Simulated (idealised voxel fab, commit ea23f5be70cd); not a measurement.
Title: Process Module voxel gate over fins
The cross-section on display is named cut; it measures 225 nm wide, and its cells are 5 nm squares.
The cross-sections in this document take the form of a grid made of square cells. They are written out as bands, in order from top to bottom. Each band consists of one or more rows of cells. In this notation a band is specified by the heights of its top and bottom, in that order and in nm, after which its materials appear from left to right, each paired with its width in nm. The word "throughout" attached to a single material means that material fills the band from edge to edge; the word "empty" stands for empty space. For the purposes of this specification, 0 denotes the height below which the wafer in its as-received condition is composed wholly of one material, and the lowermost band, lacking a lower limit, extends downward without end, as expressed in "0 down". So if you see something like "30->40" for the width, read it as the top row of the band sitting at the first number and the bottom row at the second, with every row in between moving by the same amount as the last. It should be understood that the words "nothing altered", when stated for a given step, signify that the cross-section underwent no change in any of its cells during that step. Entry "Enclosed internal voids" = empty spaces >= 8 cells with no open way to the top; each as width x height at distance, distance from left edge, all nm. Anything after a step's settings on that line? It's the simulator's own note about the step. When a step includes a mask, the "overlay nm" setting on its line states how far to the right of its planned place that mask lay, and negative values state how far to the left.
**Process steps foreseen in the plan**
1 RECEIVE [material Si]
2 CONFORMAL_DEP [material SiN] [thk nm 5]
3 PATTERN [tone cover] [mask id FINS] [material resist] [width nm 15] [pitch nm 40] [thk nm 15] [overlay nm 0]
4 DIRECTIONAL_ETCH [etch materials SiN] [depth nm 5]
5 DIRECTIONAL_ETCH [etch materials Si] [depth nm 40]
6 STRIP [etch materials resist]
7 OXIDIZE [depth nm 5]
8 FILL_DEP [material SiO2] [thk nm 10]
9 CMP [height nm 5]
10 SELECTIVE_ETCH [etch materials SiO2] [depth nm 15]
11 STRIP [etch materials SiN]
12 CONFORMAL_DEP [material HfO2] [thk nm 5]
13 CONFORMAL_DEP [material TiN] [thk nm 5]
14 FILL_DEP [material W] [thk nm 15]
15 CMP [height nm 20]
16 CONFORMAL_DEP [material SiCN] [thk nm 5]
**Cross-section of the wafer at receipt, which is the condition after step 1**
  0 down  Si throughout
  Enclosed internal voids: none
**Cross-section, end of module. Start: as above. Plan: as above. Execution: one mistake**
  25 to 20  SiCN throughout
  20 to 10  W throughout
  10 to 5  W=40; TiN=25; W=15; TiN=25; W=15; TiN=25; W=15; TiN=25; W=40
  5 to 0  W=40; TiN=5; SiN=15; TiN=5; W=15; TiN=5; SiN=15; TiN=5; W=15; TiN=5; SiN=15; TiN=5; W=15; TiN=5; SiN=15; TiN=5; W=40
  0 to -5  TiN=45; SiN=5; Si=5; SiN=5; TiN=25; SiN=5; Si=5; SiN=5; TiN=25; SiN=5; Si=5; SiN=5; TiN=25; SiN=5; Si=5; SiN=5; TiN=45
  -5 to -10  SiN=50; Si=5; SiN=35; Si=5; SiN=35; Si=5; SiN=35; Si=5; SiN=50
  -10 to -45  SiO2=50; Si=5; SiO2=35; Si=5; SiO2=35; Si=5; SiO2=35; Si=5; SiO2=50
  -45 down  Si throughout
  Enclosed internal voids: none
What was done differently from what was planned? step 12 was not run as planned; what actually ran was CONFORMAL_DEP [material SiN] [thk nm 5]
